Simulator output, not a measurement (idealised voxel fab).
process module | voxel quadruple lines
cross-section cut | 280 nm wide | cells 5 nm
A cross-section is a grid of square cells, given in bands from the top down. A band is one or more rows of cells.
Each band's line starts with the height of the band's top and of its bottom, in nm. Then come its materials from left to right, each with its width in nm. One material with "throughout" fills the band from edge to edge. "air" is empty space.
Height 0 is the level under which the wafer as received is all one material. The lowest band goes on downwards, as in "0 down".
A width such as "30 to 40" changes by the same amount from each row of cells to the next, from the band's top row to its bottom row.
"no change" after a step means that no cell of the cross-section changed.
closed voids: empty space of 8 cells or more with no open way to the top, each as width x height at its distance from the left edge, in nm
after a step's settings: what the simulator itself notes on the step
overlay nm, on a step with a mask: how far to the right of its planned place the mask lay; to the left if negative
plan
1 op RECEIVE | material Si
2 op CONFORMAL_DEP | material SiO2 | thk nm 5
3 op DIRECTIONAL_DEP | material W | thk nm 15
4 op DIRECTIONAL_DEP | material polySi | thk nm 20
5 op DIRECTIONAL_DEP | material aC | thk nm 20
6 op PATTERN | tone cover | mask id MANDREL | material resist | width nm 25 | thk nm 30 | overlay nm 0
7 op DIRECTIONAL_ETCH | etch materials aC | depth nm 20
8 op STRIP | etch materials resist
9 op CONFORMAL_DEP | material SiO2 | thk nm 15
10 op DIRECTIONAL_ETCH | etch materials SiO2 | depth nm 15
11 op STRIP | etch materials aC
12 op DIRECTIONAL_ETCH | etch materials polySi | depth nm 20
13 op STRIP | etch materials SiO2
14 op CONFORMAL_DEP | material SiCN | thk nm 5
15 op DIRECTIONAL_ETCH | etch materials SiCN | depth nm 5
16 op STRIP | etch materials polySi
17 op DIRECTIONAL_ETCH | etch materials W | depth nm 15
18 op STRIP | etch materials SiCN
as received, after step 1
  0 down: Si throughout
  closed voids: none
first wafer at the end, as planned
  20 to 5: air 105 | W 5 | air 15 | W 5 | air 15 | W 5 | air 15 | W 5 | air 110
  5 to 0: SiO2 throughout
  0 down: Si throughout
  closed voids: none
second wafer at the end: like start, like plan, one mistake
  35 to 20: air 105 | W 5 | air 15 | W 5 | air 15 | W 5 | air 15 | W 5 | air 110
  20 to 5: W throughout
  5 to 0: SiO2 throughout
  0 down: Si throughout
  closed voids: none
what went wrong: step 3 was run twice
at the end the second wafer has, in cells: 168 more of W
